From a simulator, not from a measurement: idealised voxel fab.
Process module, titled voxel wiring stack
Section cut is 160 nm wide and gridded with 5 nm square cells.
Bands, listed from the top down, are how a cross-section gets written in this document; the cross-section itself is a grid of square cells, and a band is one or more rows of them. Band: top and bottom heights (nm) first, top before bottom; then materials from left to right, widths in nm. "edge to edge" marks a sole material filling the band edge to edge. "empty" denotes empty space. Note: height 0 marks the level under which the wafer is uniformly one material as received. Lowest band unbounded below, written "from 0 down". Width spec "30 to 40" -> top row of cells at first value, bottom row at second value, equal per-row change in between. A step reported as "no change occurred" is a step in which no cell of the cross-section changed. You'll see "Non-vented voids" listing empty spaces that have no way open to the top, as long as they're 8 cells or more; the notation is width x height at distance, where the distance is from the left edge, and all of it is in nm. Post-settings text on a step line: simulator's own remark regarding the step. On any step carrying a mask, the "overlay nm" setting, if present on the step's line, tells how far right of its planned place the mask lay; negative values point to the left. Reading key. Pairs: pre-step and post-step cross-section, one process step apart; post-step view only to lowest changed band. Step between + settings: beneath pair. Runs: pairs may be from different runs of this module, same starting wafer. Continuation from pair above: only where "Pre-process" entry says.
Pre-process:
* from 0 down  Si edge to edge
* Non-vented voids: none
Section, Post-Step:
* from 15 to 0  SiO2 edge to edge
* Under the height 0 nothing was changed.
* Non-vented voids: none
Which operation links the two cross-sections above? CONFORMAL_DEP, material SiO2, thk nm 15
Pre-process: this step begins from the cross-section that the pair just above shows after its step.
Section, Post-Step:
* from 20 to 15  TiN edge to edge
* Under the height 15 nothing was changed.
* Non-vented voids: none
Which operation links the two cross-sections above? DIRECTIONAL_DEP, material TiN, thk nm 5
Pre-process: this step begins from the cross-section that the pair just above shows after its step.
Section, Post-Step:
* from 40 to 20  Ru edge to edge
* Under the height 20 nothing was changed.
* Non-vented voids: none
Which operation links the two cross-sections above? DIRECTIONAL_DEP, material Ru, thk nm 20
Pre-process: this step begins from the cross-section that the pair just above shows after its step.
Section, Post-Step:
* from 55 to 40  aC edge to edge
* Under the height 40 nothing was changed.
* Non-vented voids: none
Which operation links the two cross-sections above? DIRECTIONAL_DEP, material aC, thk nm 15
Pre-process: this step begins from the cross-section that the pair just above shows after its step.
Section, Post-Step:
* from 90 to 55  empty=15, resist=20, empty=15, resist=20, empty=15, resist=20, empty=15, resist=20, empty=20
* Under the height 55 nothing was changed.
* Non-vented voids: none
Which operation links the two cross-sections above? PATTERN, tone cover, mask id METAL_1, material resist, width nm 20, pitch nm 35, thk nm 35, overlay nm 0
Pre-process: this step begins from the cross-section that the pair just above shows after its step.
Section, Post-Step:
* from 75 to 55  empty=15, resist=20, empty=15, resist=20, empty=15, resist=20, empty=15, resist=20, empty=20
* from 55 to 40  empty=15, aC=20, empty=15, aC=20, empty=15, aC=20, empty=15, aC=20, empty=20
* Under the height 40 nothing was changed.
* Non-vented voids: none
Which operation links the two cross-sections above? DIRECTIONAL_ETCH, etch materials aC, depth nm 15
Pre-process: this step begins from the cross-section that the pair just above shows after its step.
Section, Post-Step:
* from 55 to 40  empty=15, aC=20, empty=15, aC=20, empty=15, aC=20, empty=15, aC=20, empty=20
* Under the height 40 nothing was changed.
* Non-vented voids: none
Which operation links the two cross-sections above? STRIP, etch materials resist
Pre-process: this step begins from the cross-section that the pair just above shows after its step.
Section, Post-Step:
* from 55 to 40  empty=15, aC=20, empty=15, aC=20, empty=15, aC=20, empty=15, aC=20, empty=20
* from 40 to 20  empty=15, Ru=20, empty=15, Ru=20, empty=15, Ru=20, empty=15, Ru=20, empty=20
* Under the height 20 nothing was changed.
* Non-vented voids: none
Which operation links the two cross-sections above? DIRECTIONAL_ETCH, etch materials Ru, depth nm 20
Pre-process: this step begins from the cross-section that the pair just above shows after its step.
Section, Post-Step:
* from 55 to 40  empty=15, aC=20, empty=15, aC=20, empty=15, aC=20, empty=15, aC=20, empty=20
* from 40 to 20  empty=15, Ru=20, empty=15, Ru=20, empty=15, Ru=20, empty=15, Ru=20, empty=20
* from 20 to 15  empty=15, TiN=20, empty=15, TiN=20, empty=15, TiN=20, empty=15, TiN=20, empty=20
* Under the height 15 nothing was changed.
* Non-vented voids: none
Which operation links the two cross-sections above? DIRECTIONAL_ETCH, etch materials TiN, depth nm 5
Pre-process: this step begins from the cross-section that the pair just above shows after its step.
Section, Post-Step:
* from 40 to 20  empty=15, Ru=20, empty=15, Ru=20, empty=15, Ru=20, empty=15, Ru=20, empty=20
* Under the height 20 nothing was changed.
* Non-vented voids: none
Which operation links the two cross-sections above? STRIP, etch materials aC
Pre-process: this step begins from the cross-section that the pair just above shows after its step.
Section, Post-Step:
* from 45 to 40  empty=10, SiCN=30, empty=5, SiCN=30, empty=5, SiCN=30, empty=5, SiCN=30, empty=15
* from 40 to 20  empty=10, SiCN=5, Ru=20, SiCN=5, empty=5, SiCN=5, Ru=20, SiCN=5, empty=5, SiCN=5, Ru=20, SiCN=5, empty=5, SiCN=5, Ru=20, SiCN=5, empty=15
* from 20 to 15  SiCN=15, TiN=20, SiCN=15, TiN=20, SiCN=15, TiN=20, SiCN=15, TiN=20, SiCN=20
* Under the height 15 nothing was changed.
* Non-vented voids: none
Which operation links the two cross-sections above? CONFORMAL_DEP, material SiCN, thk nm 5
Pre-process: this step begins from the cross-section that the pair just above shows after its step.
Section, Post-Step:
* from 55 to 45  SiO2 edge to edge
* from 45 to 40  SiO2=10, SiCN=30, SiO2=5, SiCN=30, SiO2=5, SiCN=30, SiO2=5, SiCN=30, SiO2=15
* from 40 to 20  SiO2=10, SiCN=5, Ru=20, SiCN=5, SiO2=5, SiCN=5, Ru=20, SiCN=5, SiO2=5, SiCN=5, Ru=20, SiCN=5, SiO2=5, SiCN=5, Ru=20, SiCN=5, SiO2=15
* Under the height 20 nothing was changed.
* Non-vented voids: none
Which operation links the two cross-sections above? FILL_DEP, material SiO2, thk nm 10
Pre-process: this step begins from the cross-section that the pair just above shows after its step.
Section, Post-Step:
* from 40 to 20  SiO2=10, SiCN=5, Ru=20, SiCN=5, SiO2=5, SiCN=5, Ru=20, SiCN=5, SiO2=5, SiCN=5, Ru=20, SiCN=5, SiO2=5, SiCN=5, Ru=20, SiCN=5, SiO2=15
* Under the height 20 nothing was changed.
* Non-vented voids: none
Which operation links the two cross-sections above? CMP, height nm 40
Pre-process: this step begins from the cross-section that the pair just above shows after its step.
Section, Post-Step:
* from 45 to 40  SiCN edge to edge
* Under the height 40 nothing was changed.
* Non-vented voids: none
Which operation links the two cross-sections above? CONFORMAL_DEP, material SiCN, thk nm 5
Pre-process: this step begins from the cross-section that the pair just above shows after its step.
Section, Post-Step:
* from 75 to 45  lowk edge to edge
* Under the height 45 nothing was changed.
* Non-vented voids: none
Which operation links the two cross-sections above? DIRECTIONAL_DEP, material lowk, thk nm 30
Pre-process: this step begins from the cross-section that the pair just above shows after its step.
Section, Post-Step:
* from 75 to 55  lowk=15, empty=20, lowk=15, empty=20, lowk=15, empty=20, lowk=15, empty=20, lowk=20
* Under the height 55 nothing was changed.
* Non-vented voids: none
Which operation links the two cross-sections above? MASKED_ETCH, tone open, mask id METAL_2, width nm 20, pitch nm 35, etch materials lowk, depth nm 20, overlay nm 0
Pre-process: this step begins from the cross-section that the pair just above shows after its step.
Section, Post-Step:
* from 85 to 75  aC=15, empty=20, aC=15, empty=20, aC=15, empty=20, aC=15, empty=20, aC=20
* from 75 to 65  lowk=15, empty=20, lowk=15, empty=20, lowk=15, empty=20, lowk=15, empty=20, lowk=20
* from 65 to 55  lowk=15, aC=20, lowk=15, aC=20, lowk=15, aC=20, lowk=15, aC=20, lowk=20
* Under the height 55 nothing was changed.
* Non-vented voids: none
Which operation links the two cross-sections above? DIRECTIONAL_DEP, material aC, thk nm 10
Pre-process: this step begins from the cross-section that the pair just above shows after its step.
Section, Post-Step:
* from 115 to 85  resist=15, empty=15, resist=55, empty=15, resist=60
* from 85 to 75  aC=15, empty=15, resist=5, aC=15, resist=20, aC=15, empty=15, resist=5, aC=15, resist=20, aC=20
* from 75 to 65  lowk=15, empty=15, resist=5, lowk=15, resist=20, lowk=15, empty=15, resist=5, lowk=15, resist=20, lowk=20
* Under the height 65 nothing was changed.
* Non-vented voids: none
Which operation links the two cross-sections above? PATTERN, tone open, mask id METAL_2_HOLES, material resist, width nm 15, pitch nm 70, thk nm 30, overlay nm 0
Pre-process: this step begins from the cross-section that the pair just above shows after its step.
Section, Post-Step:
* from 105 to 85  resist=15, empty=15, resist=55, empty=15, resist=60
* from 85 to 75  aC=15, empty=15, resist=5, aC=15, resist=20, aC=15, empty=15, resist=5, aC=15, resist=20, aC=20
* from 75 to 65  lowk=15, empty=15, resist=5, lowk=15, resist=20, lowk=15, empty=15, resist=5, lowk=15, resist=20, lowk=20
* from 65 to 55  lowk=15, empty=15, aC=5, lowk=15, aC=20, lowk=15, empty=15, aC=5, lowk=15, aC=20, lowk=20
* Under the height 55 nothing was changed.
* Non-vented voids: none
Which operation links the two cross-sections above? DIRECTIONAL_ETCH, etch materials aC, depth nm 10
Pre-process: this step begins from the cross-section that the pair just above shows after its step.
Section, Post-Step:
* from 85 to 75  aC=15, empty=20, aC=15, empty=20, aC=15, empty=20, aC=15, empty=20, aC=20
* from 75 to 65  lowk=15, empty=20, lowk=15, empty=20, lowk=15, empty=20, lowk=15, empty=20, lowk=20
* Under the height 65 nothing was changed.
* Non-vented voids: none
Which operation links the two cross-sections above? STRIP, etch materials resist
Pre-process: this step begins from the cross-section that the pair just above shows after its step.
Section, Post-Step:
* from 85 to 75  aC=15, empty=20, aC=15, empty=20, aC=15, empty=20, aC=15, empty=20, aC=20
* from 75 to 65  lowk=15, empty=20, lowk=15, empty=20, lowk=15, empty=20, lowk=15, empty=20, lowk=20
* from 65 to 55  lowk=15, empty=15, aC=5, lowk=15, aC=20, lowk=15, empty=15, aC=5, lowk=15, aC=20, lowk=20
* from 55 to 45  lowk=15, empty=15, lowk=55, empty=15, lowk=60
* Under the height 45 nothing was changed.
* Non-vented voids: none
Which operation links the two cross-sections above? DIRECTIONAL_ETCH, etch materials lowk, depth nm 10
Pre-process: this step begins from the cross-section that the pair just above shows after its step.
Section, Post-Step:
* from 85 to 75  aC=15, empty=20, aC=15, empty=20, aC=15, empty=20, aC=15, empty=20, aC=20
* from 75 to 65  lowk=15, empty=20, lowk=15, empty=20, lowk=15, empty=20, lowk=15, empty=20, lowk=20
* from 65 to 55  lowk=15, empty=15, aC=5, lowk=15, aC=20, lowk=15, empty=15, aC=5, lowk=15, aC=20, lowk=20
* from 55 to 45  lowk=15, empty=15, lowk=55, empty=15, lowk=60
* from 45 to 40  SiCN=15, empty=15, SiCN=55, empty=15, SiCN=60
* Under the height 40 nothing was changed.
* Non-vented voids: none
Which operation links the two cross-sections above? DIRECTIONAL_ETCH, etch materials SiCN, depth nm 5
Pre-process: this step begins from the cross-section that the pair just above shows after its step.
Section, Post-Step:
* from 75 to 55  lowk=15, empty=20, lowk=15, empty=20, lowk=15, empty=20, lowk=15, empty=20, lowk=20
* Under the height 55 nothing was changed.
* Non-vented voids: none
Which operation links the two cross-sections above? STRIP, etch materials aC
Pre-process: this step begins from the cross-section that the pair just above shows after its step.
Section, Post-Step:
* from 80 to 75  TiN=20, empty=10, TiN=25, empty=10, TiN=25, empty=10, TiN=25, empty=10, TiN=25
* from 75 to 60  lowk=15, TiN=5, empty=10, TiN=5, lowk=15, TiN=5, empty=10, TiN=5, lowk=15, TiN=5, empty=10, TiN=5, lowk=15, TiN=5, empty=10, TiN=5, lowk=20
* from 60 to 55  lowk=15, TiN=5, empty=5, TiN=10, lowk=15, TiN=20, lowk=15, TiN=5, empty=5, TiN=10, lowk=15, TiN=20, lowk=20
* from 55 to 45  lowk=15, TiN=5, empty=5, TiN=5, lowk=55, TiN=5, empty=5, TiN=5, lowk=60
* from 45 to 40  SiCN=15, TiN=15, SiCN=55, TiN=15, SiCN=60
* Under the height 40 nothing was changed.
* Non-vented voids: none
Which operation links the two cross-sections above? CONFORMAL_DEP, material TiN, thk nm 5
Pre-process: this step begins from the cross-section that the pair just above shows after its step.
Section, Post-Step:
* from 90 to 80  Cu edge to edge
* from 80 to 75  TiN=20, Cu=10, TiN=25, Cu=10, TiN=25, Cu=10, TiN=25, Cu=10, TiN=25
* from 75 to 60  lowk=15, TiN=5, Cu=10, TiN=5, lowk=15, TiN=5, Cu=10, TiN=5, lowk=15, TiN=5, Cu=10, TiN=5, lowk=15, TiN=5, Cu=10, TiN=5, lowk=20
* from 60 to 55  lowk=15, TiN=5, Cu=5, TiN=10, lowk=15, TiN=20, lowk=15, TiN=5, Cu=5, TiN=10, lowk=15, TiN=20, lowk=20
* from 55 to 45  lowk=15, TiN=5, Cu=5, TiN=5, lowk=55, TiN=5, Cu=5, TiN=5, lowk=60
* Under the height 45 nothing was changed.
* Non-vented voids: none
Which operation links the two cross-sections above? FILL_DEP, material Cu, thk nm 10
Pre-process: this step begins from the cross-section that the pair just above shows after its step.
Section, Post-Step:
* from 75 to 60  lowk=15, TiN=5, Cu=10, TiN=5, lowk=15, TiN=5, Cu=10, TiN=5, lowk=15, TiN=5, Cu=10, TiN=5, lowk=15, TiN=5, Cu=10, TiN=5, lowk=20
* Under the height 60 nothing was changed.
* Non-vented voids: none
Which operation links the two cross-sections above? CMP, height nm 75
Pre-process: this step begins from the cross-section that the pair just above shows after its step.
Section, Post-Step:
* from 80 to 75  SiN edge to edge
* Under the height 75 nothing was changed.
* Non-vented voids: none
Which operation links the two cross-sections above? CONFORMAL_DEP, material SiN, thk nm 5
Pre-process:
* from 0 down  Si edge to edge
* Non-vented voids: none
Section, Post-Step:
* from 5 to 0  TiN edge to edge
* Under the height 0 nothing was changed.
* Non-vented voids: none
Which operation links the two cross-sections above? DIRECTIONAL_DEP, material TiN, thk nm 5
Pre-process: this step begins from the cross-section that the pair just above shows after its step.
Section, Post-Step:
* from 25 to 5  Ru edge to edge
* Under the height 5 nothing was changed.
* Non-vented voids: none
Which operation links the two cross-sections above? DIRECTIONAL_DEP, material Ru, thk nm 20
Pre-process: this step begins from the cross-section that the pair just above shows after its step.
Section, Post-Step:
* from 40 to 25  aC edge to edge
* Under the height 25 nothing was changed.
* Non-vented voids: none
Which operation links the two cross-sections above? DIRECTIONAL_DEP, material aC, thk nm 15
Pre-process: this step begins from the cross-section that the pair just above shows after its step.
Section, Post-Step:
* from 75 to 40  empty=15, resist=20, empty=15, resist=20, empty=15, resist=20, empty=15, resist=20, empty=20
* Under the height 40 nothing was changed.
* Non-vented voids: none
Which operation links the two cross-sections above? PATTERN, tone cover, mask id METAL_1, material resist, width nm 20, pitch nm 35, thk nm 35, overlay nm 0
Pre-process: this step begins from the cross-section that the pair just above shows after its step.
Section, Post-Step:
* from 60 to 40  empty=15, resist=20, empty=15, resist=20, empty=15, resist=20, empty=15, resist=20, empty=20
* from 40 to 25  empty=15, aC=20, empty=15, aC=20, empty=15, aC=20, empty=15, aC=20, empty=20
* Under the height 25 nothing was changed.
* Non-vented voids: none
Which operation links the two cross-sections above? DIRECTIONAL_ETCH, etch materials aC, depth nm 15
Pre-process: this step begins from the cross-section that the pair just above shows after its step.
Section, Post-Step:
* from 40 to 25  empty=15, aC=20, empty=15, aC=20, empty=15, aC=20, empty=15, aC=20, empty=20
* Under the height 25 nothing was changed.
* Non-vented voids: none
Which operation links the two cross-sections above? STRIP, etch materials resist
Pre-process: this step begins from the cross-section that the pair just above shows after its step.
Section, Post-Step:
* from 40 to 25  empty=15, aC=20, empty=15, aC=20, empty=15, aC=20, empty=15, aC=20, empty=20
* from 25 to 5  empty=15, Ru=20, empty=15, Ru=20, empty=15, Ru=20, empty=15, Ru=20, empty=20
* Under the height 5 nothing was changed.
* Non-vented voids: none
Which operation links the two cross-sections above? DIRECTIONAL_ETCH, etch materials Ru, depth nm 20
Pre-process: this step begins from the cross-section that the pair just above shows after its step.
Section, Post-Step:
* from 40 to 25  empty=15, aC=20, empty=15, aC=20, empty=15, aC=20, empty=15, aC=20, empty=20
* from 25 to 5  empty=15, Ru=20, empty=15, Ru=20, empty=15, Ru=20, empty=15, Ru=20, empty=20
* from 5 to 0  empty=15, TiN=20, empty=15, TiN=20, empty=15, TiN=20, empty=15, TiN=20, empty=20
* Under the height 0 nothing was changed.
* Non-vented voids: none
Which operation links the two cross-sections above? DIRECTIONAL_ETCH, etch materials TiN, depth nm 5
Pre-process: this step begins from the cross-section that the pair just above shows after its step.
Section, Post-Step:
* from 25 to 5  empty=15, Ru=20, empty=15, Ru=20, empty=15, Ru=20, empty=15, Ru=20, empty=20
* Under the height 5 nothing was changed.
* Non-vented voids: none
Which operation links the two cross-sections above? STRIP, etch materials aC
Pre-process: this step begins from the cross-section that the pair just above shows after its step.
Section, Post-Step:
* from 30 to 25  empty=10, SiCN=30, empty=5, SiCN=30, empty=5, SiCN=30, empty=5, SiCN=30, empty=15
* from 25 to 5  empty=10, SiCN=5, Ru=20, SiCN=5, empty=5, SiCN=5, Ru=20, SiCN=5, empty=5, SiCN=5, Ru=20, SiCN=5, empty=5, SiCN=5, Ru=20, SiCN=5, empty=15
* from 5 to 0  SiCN=15, TiN=20, SiCN=15, TiN=20, SiCN=15, TiN=20, SiCN=15, TiN=20, SiCN=20
* Under the height 0 nothing was changed.
* Non-vented voids: none
Which operation links the two cross-sections above? CONFORMAL_DEP, material SiCN, thk nm 5
Pre-process: this step begins from the cross-section that the pair just above shows after its step.
Section, Post-Step:
* from 40 to 30  SiO2 edge to edge
* from 30 to 25  SiO2=10, SiCN=30, SiO2=5, SiCN=30, SiO2=5, SiCN=30, SiO2=5, SiCN=30, SiO2=15
* from 25 to 5  SiO2=10, SiCN=5, Ru=20, SiCN=5, SiO2=5, SiCN=5, Ru=20, SiCN=5, SiO2=5, SiCN=5, Ru=20, SiCN=5, SiO2=5, SiCN=5, Ru=20, SiCN=5, SiO2=15
* Under the height 5 nothing was changed.
* Non-vented voids: none
Which operation links the two cross-sections above? FILL_DEP, material SiO2, thk nm 10
Pre-process: this step begins from the cross-section that the pair just above shows after its step.
Section, Post-Step:
* from 45 to 40  SiCN edge to edge
* Under the height 40 nothing was changed.
* Non-vented voids: none
Which operation links the two cross-sections above? CONFORMAL_DEP, material SiCN, thk nm 5
Pre-process: this step begins from the cross-section that the pair just above shows after its step.
Section, Post-Step:
* from 75 to 45  lowk edge to edge
* Under the height 45 nothing was changed.
* Non-vented voids: none
Which operation links the two cross-sections above? DIRECTIONAL_DEP, material lowk, thk nm 30
Pre-process: this step begins from the cross-section that the pair just above shows after its step.
Section, Post-Step:
* from 75 to 55  lowk=15, empty=20, lowk=15, empty=20, lowk=15, empty=20, lowk=15, empty=20, lowk=20
* Under the height 55 nothing was changed.
* Non-vented voids: none
Which operation links the two cross-sections above? MASKED_ETCH, tone open, mask id METAL_2, width nm 20, pitch nm 35, etch materials lowk, depth nm 20, overlay nm 0
Pre-process: this step begins from the cross-section that the pair just above shows after its step.
Section, Post-Step:
* from 85 to 75  aC=15, empty=20, aC=15, empty=20, aC=15, empty=20, aC=15, empty=20, aC=20
* from 75 to 65  lowk=15, empty=20, lowk=15, empty=20, lowk=15, empty=20, lowk=15, empty=20, lowk=20
* from 65 to 55  lowk=15, aC=20, lowk=15, aC=20, lowk=15, aC=20, lowk=15, aC=20, lowk=20
* Under the height 55 nothing was changed.
* Non-vented voids: none
Which operation links the two cross-sections above? DIRECTIONAL_DEP, material aC, thk nm 10
Pre-process: this step begins from the cross-section that the pair just above shows after its step.
Section, Post-Step:
* from 115 to 85  resist=15, empty=15, resist=55, empty=15, resist=60
* from 85 to 75  aC=15, empty=15, resist=5, aC=15, resist=20, aC=15, empty=15, resist=5, aC=15, resist=20, aC=20
* from 75 to 65  lowk=15, empty=15, resist=5, lowk=15, resist=20, lowk=15, empty=15, resist=5, lowk=15, resist=20, lowk=20
* Under the height 65 nothing was changed.
* Non-vented voids: none
Which operation links the two cross-sections above? PATTERN, tone open, mask id METAL_2_HOLES, material resist, width nm 15, pitch nm 70, thk nm 30, overlay nm 0
Pre-process: this step begins from the cross-section that the pair just above shows after its step.
Section, Post-Step:
* from 105 to 85  resist=15, empty=15, resist=55, empty=15, resist=60
* from 85 to 75  aC=15, empty=15, resist=5, aC=15, resist=20, aC=15, empty=15, resist=5, aC=15, resist=20, aC=20
* from 75 to 65  lowk=15, empty=15, resist=5, lowk=15, resist=20, lowk=15, empty=15, resist=5, lowk=15, resist=20, lowk=20
* from 65 to 55  lowk=15, empty=15, aC=5, lowk=15, aC=20, lowk=15, empty=15, aC=5, lowk=15, aC=20, lowk=20
* Under the height 55 nothing was changed.
* Non-vented voids: none
Which operation links the two cross-sections above? DIRECTIONAL_ETCH, etch materials aC, depth nm 10
Pre-process: this step begins from the cross-section that the pair just above shows after its step.
Section, Post-Step:
* from 85 to 75  aC=15, empty=20, aC=15, empty=20, aC=15, empty=20, aC=15, empty=20, aC=20
* from 75 to 65  lowk=15, empty=20, lowk=15, empty=20, lowk=15, empty=20, lowk=15, empty=20, lowk=20
* Under the height 65 nothing was changed.
* Non-vented voids: none
Which operation links the two cross-sections above? STRIP, etch materials resist
Pre-process: this step begins from the cross-section that the pair just above shows after its step.
Section, Post-Step:
* from 85 to 75  aC=15, empty=20, aC=15, empty=20, aC=15, empty=20, aC=15, empty=20, aC=20
* from 75 to 65  lowk=15, empty=20, lowk=15, empty=20, lowk=15, empty=20, lowk=15, empty=20, lowk=20
* from 65 to 55  lowk=15, empty=15, aC=5, lowk=15, aC=20, lowk=15, empty=15, aC=5, lowk=15, aC=20, lowk=20
* from 55 to 45  lowk=15, empty=15, lowk=55, empty=15, lowk=60
* Under the height 45 nothing was changed.
* Non-vented voids: none
Which operation links the two cross-sections above? DIRECTIONAL_ETCH, etch materials lowk, depth nm 10
Pre-process: this step begins from the cross-section that the pair just above shows after its step.
Section, Post-Step:
* from 85 to 75  aC=15, empty=20, aC=15, empty=20, aC=15, empty=20, aC=15, empty=20, aC=20
* from 75 to 65  lowk=15, empty=20, lowk=15, empty=20, lowk=15, empty=20, lowk=15, empty=20, lowk=20
* from 65 to 55  lowk=15, empty=15, aC=5, lowk=15, aC=20, lowk=15, empty=15, aC=5, lowk=15, aC=20, lowk=20
* from 55 to 45  lowk=15, empty=15, lowk=55, empty=15, lowk=60
* from 45 to 40  SiCN=15, empty=15, SiCN=55, empty=15, SiCN=60
* Under the height 40 nothing was changed.
* Non-vented voids: none
Which operation links the two cross-sections above? DIRECTIONAL_ETCH, etch materials SiCN, depth nm 5
Pre-process: this step begins from the cross-section that the pair just above shows after its step.
Section, Post-Step:
* from 75 to 55  lowk=15, empty=20, lowk=15, empty=20, lowk=15, empty=20, lowk=15, empty=20, lowk=20
* Under the height 55 nothing was changed.
* Non-vented voids: none
Which operation links the two cross-sections above? STRIP, etch materials aC
Pre-process: this step begins from the cross-section that the pair just above shows after its step.
Section, Post-Step:
* from 80 to 75  TiN=20, empty=10, TiN=25, empty=10, TiN=25, empty=10, TiN=25, empty=10, TiN=25
* from 75 to 60  lowk=15, TiN=5, empty=10, TiN=5, lowk=15, TiN=5, empty=10, TiN=5, lowk=15, TiN=5, empty=10, TiN=5, lowk=15, TiN=5, empty=10, TiN=5, lowk=20
* from 60 to 55  lowk=15, TiN=5, empty=5, TiN=10, lowk=15, TiN=20, lowk=15, TiN=5, empty=5, TiN=10, lowk=15, TiN=20, lowk=20
* from 55 to 45  lowk=15, TiN=5, empty=5, TiN=5, lowk=55, TiN=5, empty=5, TiN=5, lowk=60
* from 45 to 40  SiCN=15, TiN=15, SiCN=55, TiN=15, SiCN=60
* Under the height 40 nothing was changed.
* Non-vented voids: none
Which operation links the two cross-sections above? CONFORMAL_DEP, material TiN, thk nm 5
Pre-process: this step begins from the cross-section that the pair just above shows after its step.
Section, Post-Step:
* from 90 to 80  Cu edge to edge
* from 80 to 75  TiN=20, Cu=10, TiN=25, Cu=10, TiN=25, Cu=10, TiN=25, Cu=10, TiN=25
* from 75 to 60  lowk=15, TiN=5, Cu=10, TiN=5, lowk=15, TiN=5, Cu=10, TiN=5, lowk=15, TiN=5, Cu=10, TiN=5, lowk=15, TiN=5, Cu=10, TiN=5, lowk=20
* from 60 to 55  lowk=15, TiN=5, Cu=5, TiN=10, lowk=15, TiN=20, lowk=15, TiN=5, Cu=5, TiN=10, lowk=15, TiN=20, lowk=20
* from 55 to 45  lowk=15, TiN=5, Cu=5, TiN=5, lowk=55, TiN=5, Cu=5, TiN=5, lowk=60
* Under the height 45 nothing was changed.
* Non-vented voids: none
Which operation links the two cross-sections above? FILL_DEP, material Cu, thk nm 10
Pre-process: this step begins from the cross-section that the pair just above shows after its step.
Section, Post-Step:
* from 75 to 60  lowk=15, TiN=5, Cu=10, TiN=5, lowk=15, TiN=5, Cu=10, TiN=5, lowk=15, TiN=5, Cu=10, TiN=5, lowk=15, TiN=5, Cu=10, TiN=5, lowk=20
* Under the height 60 nothing was changed.
* Non-vented voids: none
Which operation links the two cross-sections above? CMP, height nm 75
Pre-process: this step begins from the cross-section that the pair just above shows after its step.
Section, Post-Step:
* from 80 to 75  SiN edge to edge
* Under the height 75 nothing was changed.
* Non-vented voids: none
Which operation links the two cross-sections above? CONFORMAL_DEP, material SiN, thk nm 5
Pre-process:
* from 15 to 0  SiO2 edge to edge
* from 0 down  Si edge to edge
* Non-vented voids: none
Section, Post-Step:
* from 30 to 0  SiO2 edge to edge
* Under the height 0 nothing was changed.
* Non-vented voids: none
Which operation links the two cross-sections above? CONFORMAL_DEP, material SiO2, thk nm 15
Pre-process: this step begins from the cross-section that the pair just above shows after its step.
Section, Post-Step:
* from 35 to 30  TiN edge to edge
* Under the height 30 nothing was changed.
* Non-vented voids: none
Which operation links the two cross-sections above? DIRECTIONAL_DEP, material TiN, thk nm 5
Pre-process: this step begins from the cross-section that the pair just above shows after its step.
Section, Post-Step:
* from 55 to 35  Ru edge to edge
* Under the height 35 nothing was changed.
* Non-vented voids: none
Which operation links the two cross-sections above? DIRECTIONAL_DEP, material Ru, thk nm 20
Pre-process: this step begins from the cross-section that the pair just above shows after its step.
Section, Post-Step:
* from 70 to 55  aC edge to edge
* Under the height 55 nothing was changed.
* Non-vented voids: none
Which operation links the two cross-sections above? DIRECTIONAL_DEP, material aC, thk nm 15
Pre-process: this step begins from the cross-section that the pair just above shows after its step.
Section, Post-Step:
* from 105 to 70  empty=15, resist=20, empty=15, resist=20, empty=15, resist=20, empty=15, resist=20, empty=20
* Under the height 70 nothing was changed.
* Non-vented voids: none
Which operation links the two cross-sections above? PATTERN, tone cover, mask id METAL_1, material resist, width nm 20, pitch nm 35, thk nm 35, overlay nm 0
Pre-process: this step begins from the cross-section that the pair just above shows after its step.
Section, Post-Step:
* from 90 to 70  empty=15, resist=20, empty=15, resist=20, empty=15, resist=20, empty=15, resist=20, empty=20
* from 70 to 55  empty=15, aC=20, empty=15, aC=20, empty=15, aC=20, empty=15, aC=20, empty=20
* Under the height 55 nothing was changed.
* Non-vented voids: none
Which operation links the two cross-sections above? DIRECTIONAL_ETCH, etch materials aC, depth nm 15
Pre-process: this step begins from the cross-section that the pair just above shows after its step.
Section, Post-Step:
* from 70 to 55  empty=15, aC=20, empty=15, aC=20, empty=15, aC=20, empty=15, aC=20, empty=20
* Under the height 55 nothing was changed.
* Non-vented voids: none
Which operation links the two cross-sections above? STRIP, etch materials resist
Pre-process: this step begins from the cross-section that the pair just above shows after its step.
Section, Post-Step:
* from 70 to 55  empty=15, aC=20, empty=15, aC=20, empty=15, aC=20, empty=15, aC=20, empty=20
* from 55 to 35  empty=15, Ru=20, empty=15, Ru=20, empty=15, Ru=20, empty=15, Ru=20, empty=20
* Under the height 35 nothing was changed.
* Non-vented voids: none
Which operation links the two cross-sections above? DIRECTIONAL_ETCH, etch materials Ru, depth nm 20
Pre-process: this step begins from the cross-section that the pair just above shows after its step.
Section, Post-Step:
* from 70 to 55  empty=15, aC=20, empty=15, aC=20, empty=15, aC=20, empty=15, aC=20, empty=20
* from 55 to 35  empty=15, Ru=20, empty=15, Ru=20, empty=15, Ru=20, empty=15, Ru=20, empty=20
* from 35 to 30  empty=15, TiN=20, empty=15, TiN=20, empty=15, TiN=20, empty=15, TiN=20, empty=20
* Under the height 30 nothing was changed.
* Non-vented voids: none
Which operation links the two cross-sections above? DIRECTIONAL_ETCH, etch materials TiN, depth nm 5
Pre-process: this step begins from the cross-section that the pair just above shows after its step.
Section, Post-Step:
* from 55 to 35  empty=15, Ru=20, empty=15, Ru=20, empty=15, Ru=20, empty=15, Ru=20, empty=20
* Under the height 35 nothing was changed.
* Non-vented voids: none
Which operation links the two cross-sections above? STRIP, etch materials aC
Pre-process: this step begins from the cross-section that the pair just above shows after its step.
Section, Post-Step:
* from 60 to 55  empty=10, SiCN=30, empty=5, SiCN=30, empty=5, SiCN=30, empty=5, SiCN=30, empty=15
* from 55 to 35  empty=10, SiCN=5, Ru=20, SiCN=5, empty=5, SiCN=5, Ru=20, SiCN=5, empty=5, SiCN=5, Ru=20, SiCN=5, empty=5, SiCN=5, Ru=20, SiCN=5, empty=15
* from 35 to 30  SiCN=15, TiN=20, SiCN=15, TiN=20, SiCN=15, TiN=20, SiCN=15, TiN=20, SiCN=20
* Under the height 30 nothing was changed.
* Non-vented voids: none
Which operation links the two cross-sections above? CONFORMAL_DEP, material SiCN, thk nm 5
Pre-process: this step begins from the cross-section that the pair just above shows after its step.
Section, Post-Step:
* from 70 to 60  SiO2 edge to edge
* from 60 to 55  SiO2=10, SiCN=30, SiO2=5, SiCN=30, SiO2=5, SiCN=30, SiO2=5, SiCN=30, SiO2=15
* from 55 to 35  SiO2=10, SiCN=5, Ru=20, SiCN=5, SiO2=5, SiCN=5, Ru=20, SiCN=5, SiO2=5, SiCN=5, Ru=20, SiCN=5, SiO2=5, SiCN=5, Ru=20, SiCN=5, SiO2=15
* Under the height 35 nothing was changed.
* Non-vented voids: none
Which operation links the two cross-sections above? FILL_DEP, material SiO2, thk nm 10
Pre-process: this step begins from the cross-section that the pair just above shows after its step.
Section, Post-Step:
* from 40 to 35  SiO2=10, SiCN=5, Ru=20, SiCN=5, SiO2=5, SiCN=5, Ru=20, SiCN=5, SiO2=5, SiCN=5, Ru=20, SiCN=5, SiO2=5, SiCN=5, Ru=20, SiCN=5, SiO2=15
* Under the height 35 nothing was changed.
* Non-vented voids: none
Which operation links the two cross-sections above? CMP, height nm 40
